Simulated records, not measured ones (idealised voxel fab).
Module name: voxel transistor to metal (process module)
FYI the section here is cut, 160 nm wide, cells are 5 nm squares.
Square cells in a grid make up a cross-section in this document, and the grid is given as bands, listed from the top down, each one or more rows of cells.
Heights first: top, then bottom, in nm. Then materials, left to right, each with a width in nm. "all across" on a single material: fills the band edge to edge. "empty": empty space.
Counting heights begins at 0, where everything beneath is, in the wafer as received, one material. The lowest band has no bottom; it goes on downwards, as "0..down" shows.
The width entry "30->40" should be interpreted row by row: the top row of cells in the band takes the first number, the bottom row takes the second number, and the change between adjacent rows is uniform throughout.
Where the words "everything unchanged" appear for a step, the cross-section shows no cell changed by that step; every cell remained as before.
What "Closed void table" gives you is every empty space of 8 cells or more that is cut off from the top. Each appears as width x height at distance, with the distance taken from the left edge and width, height and distance all in nm.
On a step's line, text after the settings is the simulator commenting on that step.
When a step includes a mask, the "overlay nm" setting on its line states how far to the right of its planned place that mask lay, and negative values state how far to the left.
[Planned step list for the process]
1) RECEIVE | material Si
2) OXIDIZE | depth nm 5
3) CONFORMAL_DEP | material SiN | thk nm 10
4) MASKED_ETCH | tone cover | mask id ACTIVE | width nm 100 | etch materials SiN | depth nm 10 | overlay nm 0
5) MASKED_ETCH | tone cover | mask id ACTIVE | width nm 100 | etch materials SiO2 | depth nm 5 | overlay nm 0
6) MASKED_ETCH | tone cover | mask id ACTIVE | width nm 100 | etch materials Si | depth nm 30 | overlay nm 0
7) FILL_DEP | material SiO2 | thk nm 5
8) CMP | height nm 10
9) SELECTIVE_ETCH | etch materials SiO2 | depth nm 5
10) STRIP | etch materials SiN
11) SELECTIVE_ETCH | etch materials SiO2 | depth nm 5
12) OXIDIZE | depth nm 5
13) DIRECTIONAL_DEP | material polySi | thk nm 30
14) DIRECTIONAL_DEP | material SiCN | thk nm 15
15) DIRECTIONAL_DEP | material aC | thk nm 10
16) PATTERN | tone cover | mask id GATE | material resist | width nm 20 | thk nm 30 | overlay nm 0
17) DIRECTIONAL_ETCH | etch materials aC | depth nm 10
18) STRIP | etch materials resist
19) DIRECTIONAL_ETCH | etch materials SiCN | depth nm 25
20) DIRECTIONAL_ETCH | etch materials polySi | depth nm 40
21) STRIP | etch materials aC
22) CONFORMAL_DEP | material SiO2 | thk nm 5
23) DIRECTIONAL_ETCH | etch materials SiO2 | depth nm 5
24) CONFORMAL_DEP | material SiN | thk nm 10
25) DIRECTIONAL_ETCH | etch materials SiN | depth nm 10
26) DIRECTIONAL_ETCH | etch materials SiO2 | depth nm 5
27) DIRECTIONAL_ETCH | etch materials Si | depth nm 15
28) EPI | material SiGe | thk nm 15
29) FILL_DEP | material SiO2 | thk nm 5
30) CMP | height nm 40
31) DIRECTIONAL_DEP | material SiO2 | thk nm 15
32) DIRECTIONAL_DEP | material aC | thk nm 10
33) PATTERN | tone open | mask id CONTACT | material resist | width nm 25 | pitch nm 55 | thk nm 30 | overlay nm 0
34) DIRECTIONAL_ETCH | etch materials aC | depth nm 10
35) STRIP | etch materials resist
36) DIRECTIONAL_ETCH | etch materials SiO2 | depth nm 50
37) STRIP | etch materials aC
38) CONFORMAL_DEP | material TiN | thk nm 5
39) FILL_DEP | material Ru | thk nm 5
40) CMP | height nm 55
41) DIRECTIONAL_DEP | material TiN | thk nm 5
42) DIRECTIONAL_DEP | material W | thk nm 25
43) PATTERN | tone cover | mask id METAL_1 | material resist | width nm 15 | pitch nm 65 | thk nm 15 | overlay nm 0
44) DIRECTIONAL_ETCH | etch materials W | depth nm 25
45) DIRECTIONAL_ETCH | etch materials TiN | depth nm 5
46) STRIP | etch materials resist
47) FILL_DEP | material lowk | thk nm 5
48) CMP | height nm 85
49) CONFORMAL_DEP | material SiCN | thk nm 5
[first wafer, as planned]
[Wafer cross-section on receipt, i.e. after step 1]
- 0..down  Si all across
- Closed void table: none
[The wafer, seen in cross-section, after step 2]
- 0..-5  SiO2 all across
- Everything below -5 is unchanged.
[The wafer, seen in cross-section, after step 3]
- 10..0  SiN all across
- Everything below 0 is unchanged.
[The wafer, seen in cross-section, after step 4]
- 10..0  30 empty / 100 SiN / 30 empty
- Everything below 0 is unchanged.
[The wafer, seen in cross-section, after step 5]
- 10..0  30 empty / 100 SiN / 30 empty
- 0..-5  30 empty / 100 SiO2 / 30 empty
- Everything below -5 is unchanged.
[The wafer, seen in cross-section, after step 6]
- 10..0  30 empty / 100 SiN / 30 empty
- 0..-5  30 empty / 100 SiO2 / 30 empty
- -5..-35  30 empty / 100 Si / 30 empty
- Everything below -35 is unchanged.
[The wafer, seen in cross-section, after step 7]
- 15..10  SiO2 all across
- 10..0  30 SiO2 / 100 SiN / 30 SiO2
- 0..-5  SiO2 all across
- -5..-35  30 SiO2 / 100 Si / 30 SiO2
- Everything below -35 is unchanged.
[The wafer, seen in cross-section, after step 8]
- 10..0  30 SiO2 / 100 SiN / 30 SiO2
- Everything below 0 is unchanged.
[The wafer, seen in cross-section, after step 9]
- 10..5  30 empty / 100 SiN / 30 empty
- Everything below 5 is unchanged.
[The wafer, seen in cross-section, after step 10]
- 5..0  30 SiO2 / 100 empty / 30 SiO2
- Everything below 0 is unchanged.
[The wafer, seen in cross-section, after step 11]
- 0..-5  25 SiO2 / 110 empty / 25 SiO2
- Everything below -5 is unchanged.
[The wafer, seen in cross-section, after step 12]
- 0..-5  25 SiO2 / 110 empty / 25 SiO2
- -5..-10  SiO2 all across
- Everything below -10 is unchanged.
[The wafer, seen in cross-section, after step 13]
- 30..25  25 polySi / 110 empty / 25 polySi
- 25..0  polySi all across
- 0..-5  25 SiO2 / 110 polySi / 25 SiO2
- Everything below -5 is unchanged.
[The wafer, seen in cross-section, after step 14]
- 45..40  25 SiCN / 110 empty / 25 SiCN
- 40..30  SiCN all across
- 30..25  25 polySi / 110 SiCN / 25 polySi
- Everything below 25 is unchanged.
[The wafer, seen in cross-section, after step 15]
- 55..50  25 aC / 110 empty / 25 aC
- 50..45  aC all across
- 45..40  25 SiCN / 110 aC / 25 SiCN
- Everything below 40 is unchanged.
[The wafer, seen in cross-section, after step 16]
- 85..55  70 empty / 20 resist / 70 empty
- 55..50  25 aC / 45 empty / 20 resist / 45 empty / 25 aC
- Everything below 50 is unchanged.
[The wafer, seen in cross-section, after step 17]
- 75..50  70 empty / 20 resist / 70 empty
- 50..45  70 empty / 20 aC / 70 empty
- 45..40  25 SiCN / 45 empty / 20 aC / 45 empty / 25 SiCN
- Everything below 40 is unchanged.
[The wafer, seen in cross-section, after step 18]
- 50..45  70 empty / 20 aC / 70 empty
- Everything below 45 is unchanged.
[The wafer, seen in cross-section, after step 19]
- 50..40  70 empty / 20 aC / 70 empty
- 40..30  70 empty / 20 SiCN / 70 empty
- 30..25  25 polySi / 45 empty / 20 SiCN / 45 empty / 25 polySi
- Everything below 25 is unchanged.
[The wafer, seen in cross-section, after step 20]
- 50..40  70 empty / 20 aC / 70 empty
- 40..25  70 empty / 20 SiCN / 70 empty
- 25..0  70 empty / 20 polySi / 70 empty
- 0..-5  25 SiO2 / 45 empty / 20 polySi / 45 empty / 25 SiO2
- Everything below -5 is unchanged.
[The wafer, seen in cross-section, after step 21]
- 40..25  70 empty / 20 SiCN / 70 empty
- Everything below 25 is unchanged.
[The wafer, seen in cross-section, after step 22]
- 45..40  65 empty / 30 SiO2 / 65 empty
- 40..25  65 empty / 5 SiO2 / 20 SiCN / 5 SiO2 / 65 empty
- 25..5  65 empty / 5 SiO2 / 20 polySi / 5 SiO2 / 65 empty
- 5..0  30 SiO2 / 35 empty / 5 SiO2 / 20 polySi / 5 SiO2 / 35 empty / 30 SiO2
- 0..-5  70 SiO2 / 20 polySi / 70 SiO2
- Everything below -5 is unchanged.
[The wafer, seen in cross-section, after step 23]
- 40..25  65 empty / 5 SiO2 / 20 SiCN / 5 SiO2 / 65 empty
- 25..0  65 empty / 5 SiO2 / 20 polySi / 5 SiO2 / 65 empty
- 0..-5  30 SiO2 / 35 empty / 5 SiO2 / 20 polySi / 5 SiO2 / 35 empty / 30 SiO2
- Everything below -5 is unchanged.
[The wafer, seen in cross-section, after step 24]
- 50..40  55 empty / 50 SiN / 55 empty
- 40..25  55 empty / 10 SiN / 5 SiO2 / 20 SiCN / 5 SiO2 / 10 SiN / 55 empty
- 25..10  55 empty / 10 SiN / 5 SiO2 / 20 polySi / 5 SiO2 / 10 SiN / 55 empty
- 10..5  40 SiN / 15 empty / 10 SiN / 5 SiO2 / 20 polySi / 5 SiO2 / 10 SiN / 15 empty / 40 SiN
- 5..0  65 SiN / 5 SiO2 / 20 polySi / 5 SiO2 / 65 SiN
- 0..-5  30 SiO2 / 35 SiN / 5 SiO2 / 20 polySi / 5 SiO2 / 35 SiN / 30 SiO2
- Everything below -5 is unchanged.
[The wafer, seen in cross-section, after step 25]
- 40..25  55 empty / 10 SiN / 5 SiO2 / 20 SiCN / 5 SiO2 / 10 SiN / 55 empty
- 25..0  55 empty / 10 SiN / 5 SiO2 / 20 polySi / 5 SiO2 / 10 SiN / 55 empty
- 0..-5  30 SiO2 / 10 SiN / 15 empty / 10 SiN / 5 SiO2 / 20 polySi / 5 SiO2 / 10 SiN / 15 empty / 10 SiN / 30 SiO2
- Everything below -5 is unchanged.
[The wafer, seen in cross-section, after step 26]
- 40..35  55 empty / 10 SiN / 5 empty / 20 SiCN / 5 empty / 10 SiN / 55 empty
- 35..25  55 empty / 10 SiN / 5 SiO2 / 20 SiCN / 5 SiO2 / 10 SiN / 55 empty
- 25..0  55 empty / 10 SiN / 5 SiO2 / 20 polySi / 5 SiO2 / 10 SiN / 55 empty
- 0..-5  30 empty / 10 SiN / 15 empty / 10 SiN / 5 SiO2 / 20 polySi / 5 SiO2 / 10 SiN / 15 empty / 10 SiN / 30 empty
- -5..-10  40 SiO2 / 15 empty / 50 SiO2 / 15 empty / 40 SiO2
- Everything below -10 is unchanged.
[The wafer, seen in cross-section, after step 27]
- 40..35  55 empty / 10 SiN / 5 empty / 20 SiCN / 5 empty / 10 SiN / 55 empty
- 35..25  55 empty / 10 SiN / 5 SiO2 / 20 SiCN / 5 SiO2 / 10 SiN / 55 empty
- 25..0  55 empty / 10 SiN / 5 SiO2 / 20 polySi / 5 SiO2 / 10 SiN / 55 empty
- 0..-5  30 empty / 10 SiN / 15 empty / 10 SiN / 5 SiO2 / 20 polySi / 5 SiO2 / 10 SiN / 15 empty / 10 SiN / 30 empty
- -5..-10  40 SiO2 / 15 empty / 50 SiO2 / 15 empty / 40 SiO2
- -10..-25  30 SiO2 / 10 Si / 15 empty / 50 Si / 15 empty / 10 Si / 30 SiO2
- Everything below -25 is unchanged.
[The wafer, seen in cross-section, after step 28]
- 40..35  55 empty / 10 SiN / 5 empty / 20 SiCN / 5 empty / 10 SiN / 55 empty
- 35..25  55 empty / 10 SiN / 5 SiO2 / 20 SiCN / 5 SiO2 / 10 SiN / 55 empty
- 25..5  55 empty / 10 SiN / 5 SiO2 / 20 polySi / 5 SiO2 / 10 SiN / 55 empty
- 5..0  35 empty / 20 SiGe / 10 SiN / 5 SiO2 / 20 polySi / 5 SiO2 / 10 SiN / 20 SiGe / 35 empty
- 0..-5  30 empty / 10 SiN / 15 SiGe / 10 SiN / 5 SiO2 / 20 polySi / 5 SiO2 / 10 SiN / 15 SiGe / 10 SiN / 30 empty
- -5..-10  40 SiO2 / 15 SiGe / 50 SiO2 / 15 SiGe / 40 SiO2
- -10..-25  30 SiO2 / 10 Si / 15 SiGe / 50 Si / 15 SiGe / 10 Si / 30 SiO2
- Everything below -25 is unchanged.
[The wafer, seen in cross-section, after step 29]
- 45..40  SiO2 all across
- 40..25  55 SiO2 / 10 SiN / 5 SiO2 / 20 SiCN / 5 SiO2 / 10 SiN / 55 SiO2
- 25..5  55 SiO2 / 10 SiN / 5 SiO2 / 20 polySi / 5 SiO2 / 10 SiN / 55 SiO2
- 5..0  35 SiO2 / 20 SiGe / 10 SiN / 5 SiO2 / 20 polySi / 5 SiO2 / 10 SiN / 20 SiGe / 35 SiO2
- 0..-5  30 SiO2 / 10 SiN / 15 SiGe / 10 SiN / 5 SiO2 / 20 polySi / 5 SiO2 / 10 SiN / 15 SiGe / 10 SiN / 30 SiO2
- Everything below -5 is unchanged.
[The wafer, seen in cross-section, after step 30]
- 40..25  55 SiO2 / 10 SiN / 5 SiO2 / 20 SiCN / 5 SiO2 / 10 SiN / 55 SiO2
- Everything below 25 is unchanged.
[The wafer, seen in cross-section, after step 31]
- 55..40  SiO2 all across
- Everything below 40 is unchanged.
[The wafer, seen in cross-section, after step 32]
- 65..55  aC all across
- Everything below 55 is unchanged.
[The wafer, seen in cross-section, after step 33]
- 95..65  40 resist / 25 empty / 30 resist / 25 empty / 40 resist
- Everything below 65 is unchanged.
[The wafer, seen in cross-section, after step 34]
- 85..65  40 resist / 25 empty / 30 resist / 25 empty / 40 resist
- 65..55  40 aC / 25 empty / 30 aC / 25 empty / 40 aC
- Everything below 55 is unchanged.
[The wafer, seen in cross-section, after step 35]
- 65..55  40 aC / 25 empty / 30 aC / 25 empty / 40 aC
- Everything below 55 is unchanged.
[The wafer, seen in cross-section, after step 36]
- 65..55  40 aC / 25 empty / 30 aC / 25 empty / 40 aC
- 55..40  40 SiO2 / 25 empty / 30 SiO2 / 25 empty / 40 SiO2
- 40..25  40 SiO2 / 15 empty / 10 SiN / 5 SiO2 / 20 SiCN / 5 SiO2 / 10 SiN / 15 empty / 40 SiO2
- 25..5  40 SiO2 / 15 empty / 10 SiN / 5 SiO2 / 20 polySi / 5 SiO2 / 10 SiN / 15 empty / 40 SiO2
- Everything below 5 is unchanged.
[The wafer, seen in cross-section, after step 37]
- 55..40  40 SiO2 / 25 empty / 30 SiO2 / 25 empty / 40 SiO2
- Everything below 40 is unchanged.
[The wafer, seen in cross-section, after step 38]
- 60..55  45 TiN / 15 empty / 40 TiN / 15 empty / 45 TiN
- 55..45  40 SiO2 / 5 TiN / 15 empty / 5 TiN / 30 SiO2 / 5 TiN / 15 empty / 5 TiN / 40 SiO2
- 45..40  40 SiO2 / 5 TiN / 5 empty / 15 TiN / 30 SiO2 / 15 TiN / 5 empty / 5 TiN / 40 SiO2
- 40..25  40 SiO2 / 5 TiN / 5 empty / 5 TiN / 10 SiN / 5 SiO2 / 20 SiCN / 5 SiO2 / 10 SiN / 5 TiN / 5 empty / 5 TiN / 40 SiO2
- 25..10  40 SiO2 / 5 TiN / 5 empty / 5 TiN / 10 SiN / 5 SiO2 / 20 polySi / 5 SiO2 / 10 SiN / 5 TiN / 5 empty / 5 TiN / 40 SiO2
- 10..5  40 SiO2 / 15 TiN / 10 SiN / 5 SiO2 / 20 polySi / 5 SiO2 / 10 SiN / 15 TiN / 40 SiO2
- Everything below 5 is unchanged.
[The wafer, seen in cross-section, after step 39]
- 65..60  Ru all across
- 60..55  45 TiN / 15 Ru / 40 TiN / 15 Ru / 45 TiN
- 55..45  40 SiO2 / 5 TiN / 15 Ru / 5 TiN / 30 SiO2 / 5 TiN / 15 Ru / 5 TiN / 40 SiO2
- 45..40  40 SiO2 / 5 TiN / 5 Ru / 15 TiN / 30 SiO2 / 15 TiN / 5 Ru / 5 TiN / 40 SiO2
- 40..25  40 SiO2 / 5 TiN / 5 Ru / 5 TiN / 10 SiN / 5 SiO2 / 20 SiCN / 5 SiO2 / 10 SiN / 5 TiN / 5 Ru / 5 TiN / 40 SiO2
- 25..10  40 SiO2 / 5 TiN / 5 Ru / 5 TiN / 10 SiN / 5 SiO2 / 20 polySi / 5 SiO2 / 10 SiN / 5 TiN / 5 Ru / 5 TiN / 40 SiO2
- Everything below 10 is unchanged.
[The wafer, seen in cross-section, after step 40]
- 55..45  40 SiO2 / 5 TiN / 15 Ru / 5 TiN / 30 SiO2 / 5 TiN / 15 Ru / 5 TiN / 40 SiO2
- Everything below 45 is unchanged.
[The wafer, seen in cross-section, after step 41]
- 60..55  TiN all across
- Everything below 55 is unchanged.
[The wafer, seen in cross-section, after step 42]
- 85..60  W all across
- Everything below 60 is unchanged.
[The wafer, seen in cross-section, after step 43]
- 100..85  40 empty / 15 resist / 50 empty / 15 resist / 40 empty
- Everything below 85 is unchanged.
[The wafer, seen in cross-section, after step 44]
- 100..85  40 empty / 15 resist / 50 empty / 15 resist / 40 empty
- 85..60  40 empty / 15 W / 50 empty / 15 W / 40 empty
- Everything below 60 is unchanged.
[The wafer, seen in cross-section, after step 45]
- 100..85  40 empty / 15 resist / 50 empty / 15 resist / 40 empty
- 85..60  40 empty / 15 W / 50 empty / 15 W / 40 empty
- 60..55  40 empty / 15 TiN / 50 empty / 15 TiN / 40 empty
- Everything below 55 is unchanged.
[The wafer, seen in cross-section, after step 46]
- 85..60  40 empty / 15 W / 50 empty / 15 W / 40 empty
- Everything below 60 is unchanged.
[The wafer, seen in cross-section, after step 47]
- 90..85  lowk all across
- 85..60  40 lowk / 15 W / 50 lowk / 15 W / 40 lowk
- 60..55  40 lowk / 15 TiN / 50 lowk / 15 TiN / 40 lowk
- Everything below 55 is unchanged.
[The wafer, seen in cross-section, after step 48]
- 85..60  40 lowk / 15 W / 50 lowk / 15 W / 40 lowk
- Everything below 60 is unchanged.
[The wafer, seen in cross-section, after step 49]
- 90..85  SiCN all across
- Everything below 85 is unchanged.
[It is to be noted that the second wafer proceeded from the same initial state and according to the same plan as the first, although one mistake was committed in its execution; through step 30, inclusive, the two wafers share an identical history]
[Cross-sectional view of the second wafer at the intended end time of process step 31]
- 70..40  SiO2 all across
- Everything below 40 is unchanged.
[Cross-sectional view of the second wafer at the intended end time of process step 32]
- 80..70  aC all across
- Everything below 70 is unchanged.
[Cross-sectional view of the second wafer at the intended end time of process step 33]
- 110..80  40 resist / 25 empty / 30 resist / 25 empty / 40 resist
- Everything below 80 is unchanged.
[Cross-sectional view of the second wafer at the intended end time of process step 34]
- 100..80  40 resist / 25 empty / 30 resist / 25 empty / 40 resist
- 80..70  40 aC / 25 empty / 30 aC / 25 empty / 40 aC
- Everything below 70 is unchanged.
[Cross-sectional view of the second wafer at the intended end time of process step 35]
- 80..70  40 aC / 25 empty / 30 aC / 25 empty / 40 aC
- Everything below 70 is unchanged.
[Cross-sectional view of the second wafer at the intended end time of process step 36]
- 80..70  40 aC / 25 empty / 30 aC / 25 empty / 40 aC
- 70..40  40 SiO2 / 25 empty / 30 SiO2 / 25 empty / 40 SiO2
- 40..25  40 SiO2 / 15 empty / 10 SiN / 5 SiO2 / 20 SiCN / 5 SiO2 / 10 SiN / 15 empty / 40 SiO2
- 25..20  40 SiO2 / 15 empty / 10 SiN / 5 SiO2 / 20 polySi / 5 SiO2 / 10 SiN / 15 empty / 40 SiO2
- Everything below 20 is unchanged.
[Cross-sectional view of the second wafer at the intended end time of process step 37]
- 70..40  40 SiO2 / 25 empty / 30 SiO2 / 25 empty / 40 SiO2
- Everything below 40 is unchanged.
[Cross-sectional view of the second wafer at the intended end time of process step 38]
- 75..70  45 TiN / 15 empty / 40 TiN / 15 empty / 45 TiN
- 70..45  40 SiO2 / 5 TiN / 15 empty / 5 TiN / 30 SiO2 / 5 TiN / 15 empty / 5 TiN / 40 SiO2
- 45..40  40 SiO2 / 5 TiN / 5 empty / 15 TiN / 30 SiO2 / 15 TiN / 5 empty / 5 TiN / 40 SiO2
- 40..25  40 SiO2 / 5 TiN / 5 empty / 5 TiN / 10 SiN / 5 SiO2 / 20 SiCN / 5 SiO2 / 10 SiN / 5 TiN / 5 empty / 5 TiN / 40 SiO2
- 25..20  40 SiO2 / 15 TiN / 10 SiN / 5 SiO2 / 20 polySi / 5 SiO2 / 10 SiN / 15 TiN / 40 SiO2
- Everything below 20 is unchanged.
[Cross-sectional view of the second wafer at the intended end time of process step 39]
- 80..75  Ru all across
- 75..70  45 TiN / 15 Ru / 40 TiN / 15 Ru / 45 TiN
- 70..45  40 SiO2 / 5 TiN / 15 Ru / 5 TiN / 30 SiO2 / 5 TiN / 15 Ru / 5 TiN / 40 SiO2
- 45..40  40 SiO2 / 5 TiN / 5 Ru / 15 TiN / 30 SiO2 / 15 TiN / 5 Ru / 5 TiN / 40 SiO2
- 40..25  40 SiO2 / 5 TiN / 5 Ru / 5 TiN / 10 SiN / 5 SiO2 / 20 SiCN / 5 SiO2 / 10 SiN / 5 TiN / 5 Ru / 5 TiN / 40 SiO2
- Everything below 25 is unchanged.
[Cross-sectional view of the second wafer at the intended end time of process step 40]
- 55..45  40 SiO2 / 5 TiN / 15 Ru / 5 TiN / 30 SiO2 / 5 TiN / 15 Ru / 5 TiN / 40 SiO2
- Everything below 45 is unchanged.
[Cross-sectional view of the second wafer at the intended end time of process step 41]
- 60..55  TiN all across
- Everything below 55 is unchanged.
[Cross-sectional view of the second wafer at the intended end time of process step 42]
- 85..60  W all across
- Everything below 60 is unchanged.
[Cross-sectional view of the second wafer at the intended end time of process step 43]
- 100..85  40 empty / 15 resist / 50 empty / 15 resist / 40 empty
- Everything below 85 is unchanged.
[Cross-sectional view of the second wafer at the intended end time of process step 44]
- 100..85  40 empty / 15 resist / 50 empty / 15 resist / 40 empty
- 85..60  40 empty / 15 W / 50 empty / 15 W / 40 empty
- Everything below 60 is unchanged.
[Cross-sectional view of the second wafer at the intended end time of process step 45]
- 100..85  40 empty / 15 resist / 50 empty / 15 resist / 40 empty
- 85..60  40 empty / 15 W / 50 empty / 15 W / 40 empty
- 60..55  40 empty / 15 TiN / 50 empty / 15 TiN / 40 empty
- Everything below 55 is unchanged.
[Cross-sectional view of the second wafer at the intended end time of process step 46]
- 85..60  40 empty / 15 W / 50 empty / 15 W / 40 empty
- Everything below 60 is unchanged.
[Cross-sectional view of the second wafer at the intended end time of process step 47]
- 90..85  lowk all across
- 85..60  40 lowk / 15 W / 50 lowk / 15 W / 40 lowk
- 60..55  40 lowk / 15 TiN / 50 lowk / 15 TiN / 40 lowk
- Everything below 55 is unchanged.
[Cross-sectional view of the second wafer at the intended end time of process step 48]
- 85..60  40 lowk / 15 W / 50 lowk / 15 W / 40 lowk
- Everything below 60 is unchanged.
[Cross-sectional view of the second wafer at the intended end time of process step 49]
- 90..85  SiCN all across
- Everything below 85 is unchanged.
The plan and the run diverged here: in the plan, step 31 was performed twice
Looking at both finished wafers in cells, the second ends up ahead of or behind the first on some materials: Ru -6, SiO2 +18, TiN -12
